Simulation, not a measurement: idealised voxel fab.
Process module under the name voxel self aligned vias
It is cross-section cut that appears here, measuring 250 nm in width, its square cells being 5 nm in size.
Throughout this document, each cross-section is represented as a grid of square cells and is presented as a sequence of bands enumerated from the top downward, where a band comprises one or more rows of cells.
Within each band entry, the heights of the top and of the bottom of the band appear first, in that order and in nm; the materials of the band then follow from left to right, each with its corresponding width in nm. The designation "everywhere" on a single material indicates that it fills the band from edge to edge; the designation "blank" indicates empty space.
Height is counted from the level 0, under which the received wafer is composed throughout of one material. The lowest of the bands is not closed at the bottom but continues downward, in the notation "from 0 down".
The width entry "30..40" should be interpreted row by row: the top row of cells in the band takes the first number, the bottom row takes the second number, and the change between adjacent rows is uniform throughout.
No cell of the cross-section changed in a step that is given as "nothing got changed".
Closed empty spaces (no open way to the top) of 8 cells or more are what "Trapped void list" lists, each as width x height at distance from the left edge, nm for all three.
after a step's settings: what the simulator itself notes on the step
The "overlay nm" setting may appear on a step's line; for a step that uses a mask, it gives how far to the right of its planned position the mask lay, and a negative value indicates the left.
## So here's the lineup of process steps we planned
1) RECEIVE | material Si
2) CONFORMAL_DEP | material SiO2 | thk nm 10
3) CONFORMAL_DEP | material SiCN | thk nm 5
4) DIRECTIONAL_DEP | material lowk | thk nm 30
5) DIRECTIONAL_DEP | material aC | thk nm 10
6) PATTERN | tone open | mask id LINES | material resist | width nm 20 | pitch nm 70 | thk nm 25 | overlay nm 0
7) DIRECTIONAL_ETCH | etch materials aC | depth nm 10
8) STRIP | etch materials resist
9) DIRECTIONAL_ETCH | etch materials lowk | depth nm 30
10) STRIP | etch materials aC
11) CONFORMAL_DEP | material TiN | thk nm 5
12) FILL_DEP | material Ru | thk nm 10
13) CMP | height nm 45
14) SELECTIVE_ETCH | etch materials W Ru TiN | depth nm 10
15) FILL_DEP | material SiN | thk nm 10
16) CMP | height nm 45
17) DIRECTIONAL_DEP | material lowk | thk nm 15
18) DIRECTIONAL_DEP | material aC | thk nm 10
19) PATTERN | tone open | mask id VIAS | material resist | width nm 40 | pitch nm 70 | thk nm 25 | overlay nm 0
20) DIRECTIONAL_ETCH | etch materials aC | depth nm 10
21) STRIP | etch materials resist
22) DIRECTIONAL_ETCH | etch materials lowk | depth nm 15
23) DIRECTIONAL_ETCH | etch materials SiN | depth nm 10
24) STRIP | etch materials aC
25) CONFORMAL_DEP | material TiN | thk nm 5
26) FILL_DEP | material Ru | thk nm 5
27) CMP | height nm 60
28) CONFORMAL_DEP | material SiCN | thk nm 5
## Delivered wafer in cross-section: state after step 1
> from 0 down = Si everywhere
> Trapped void list: none
## Cross-section at module end, one run error; start and plan unchanged from above
> from 55 to 50 = SiCN everywhere
> from 50 to 40 = lowk 70..80 nm | TiN 15..5 nm | Ru 10 nm | TiN 15..5 nm | lowk 30..50 nm | TiN 15..5 nm | Ru 10 nm | TiN 15..5 nm | lowk 70..80 nm
> from 40 to 35 = lowk 80 nm | TiN 20 nm | lowk 50 nm | TiN 20 nm | lowk 80 nm
> from 35 to 20 = lowk 80 nm | TiN 5 nm | Ru 10 nm | TiN 5 nm | lowk 50 nm | TiN 5 nm | Ru 10 nm | TiN 5 nm | lowk 80 nm
> from 20 to 15 = lowk 80 nm | TiN 20 nm | lowk 50 nm | TiN 20 nm | lowk 80 nm
> from 15 to 10 = SiCN everywhere
> from 10 to 0 = SiO2 everywhere
> from 0 down = Si everywhere
> Trapped void list: none
What went wrong in running the wafer? step 27 did not happen as planned, as run it was CMP | height nm 50
